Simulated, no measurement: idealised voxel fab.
The following is a process module called voxel gate over fins.
For reference, the cross-section in this document is cut, with width 220 nm and square cells of 5 nm.
Cross-section layout: square cells on a grid; listed as bands, top to bottom; a band spans one or more cell rows. In this notation a band is specified by the heights of its top and bottom, in that order and in nm, after which its materials appear from left to right, each paired with its width in nm. The word "edge to edge" attached to a single material means that material fills the band from edge to edge; the word "air" stands for empty space. Heights are measured from 0, the level below which the as-received wafer is all one material; the lowest band has no bottom and continues downward, written as in "top 0, no bottom". Note: "30..40" means the width goes from the first number (top row of the band) to the second number (bottom row) in equal steps per row of cells. The designation "everything unchanged", where it is given for a processing step, indicates that no cell of the cross-section was altered in the course of that step. So "Sealed void listing" is basically the list of trapped voids: any empty space of 8 cells or more that can't reach the top through an opening. They're written width x height at distance, the distance being from the left edge, and it's all nm. Anything after a step's settings on that line? It's the simulator's own note about the step. overlay nm: mask right of planned place by this much (step with mask). Neg. = left.
Here's what the planned process steps look like
- 1: op RECEIVE | material Si
- 2: op CONFORMAL_DEP | material SiN | thk nm 5
- 3: op DIRECTIONAL_DEP | material aC | thk nm 10
- 4: op PATTERN | tone cover | mask id FINS | material resist | width nm 15 | pitch nm 40 | thk nm 25 | overlay nm 0
- 5: op DIRECTIONAL_ETCH | etch materials aC | depth nm 10
- 6: op STRIP | etch materials resist
- 7: op DIRECTIONAL_ETCH | etch materials SiN | depth nm 5
- 8: op DIRECTIONAL_ETCH | etch materials Si | depth nm 40
- 9: op STRIP | etch materials aC
- 10: op OXIDIZE | depth nm 5
- 11: op FILL_DEP | material SiO2 | thk nm 5
- 12: op CMP | height nm 5
- 13: op SELECTIVE_ETCH | etch materials SiO2 | depth nm 15
- 14: op STRIP | etch materials SiN
- 15: op CONFORMAL_DEP | material HfO2 | thk nm 5
- 16: op CONFORMAL_DEP | material TiN | thk nm 5
- 17: op CONFORMAL_DEP | material TiAl | thk nm 5
- 18: op CONFORMAL_DEP | material TiN | thk nm 5
- 19: op FILL_DEP | material W | thk nm 10
- 20: op CMP | height nm 25
- 21: op CONFORMAL_DEP | material SiCN | thk nm 10
As-received wafer cross-section (after step 1)
top 0, no bottom | Si edge to edge
Sealed void listing: none
Here's the wafer cut in cross-section after the module, started and planned just like above, except one thing was done wrong in the run
top 35, bottom 25 | SiCN edge to edge
top 25, bottom 20 | W edge to edge
top 20, bottom 10 | W: 25, TiN: 165, W: 30
top 10, bottom 5 | TiN: 35, TiAl: 25, TiN: 15, TiAl: 25, TiN: 15, TiAl: 25, TiN: 15, TiAl: 25, TiN: 40
top 5, bottom 0 | TiN: 35, TiAl: 5, HfO2: 15, TiAl: 5, TiN: 15, TiAl: 5, HfO2: 15, TiAl: 5, TiN: 15, TiAl: 5, HfO2: 15, TiAl: 5, TiN: 15, TiAl: 5, HfO2: 15, TiAl: 5, TiN: 40
top 0, bottom -5 | TiAl: 40, HfO2: 5, Si: 5, HfO2: 5, TiAl: 25, HfO2: 5, Si: 5, HfO2: 5, TiAl: 25, HfO2: 5, Si: 5, HfO2: 5, TiAl: 25, HfO2: 5, Si: 5, HfO2: 5, TiAl: 45
top -5, bottom -10 | HfO2: 45, Si: 5, HfO2: 35, Si: 5, HfO2: 35, Si: 5, HfO2: 35, Si: 5, HfO2: 50
top -10, bottom -45 | SiO2: 45, Si: 5, SiO2: 35, Si: 5, SiO2: 35, Si: 5, SiO2: 35, Si: 5, SiO2: 50
top -45, no bottom | Si edge to edge
Sealed void listing: none
What went wrong in running the wafer? steps 16 and 17 were swapped
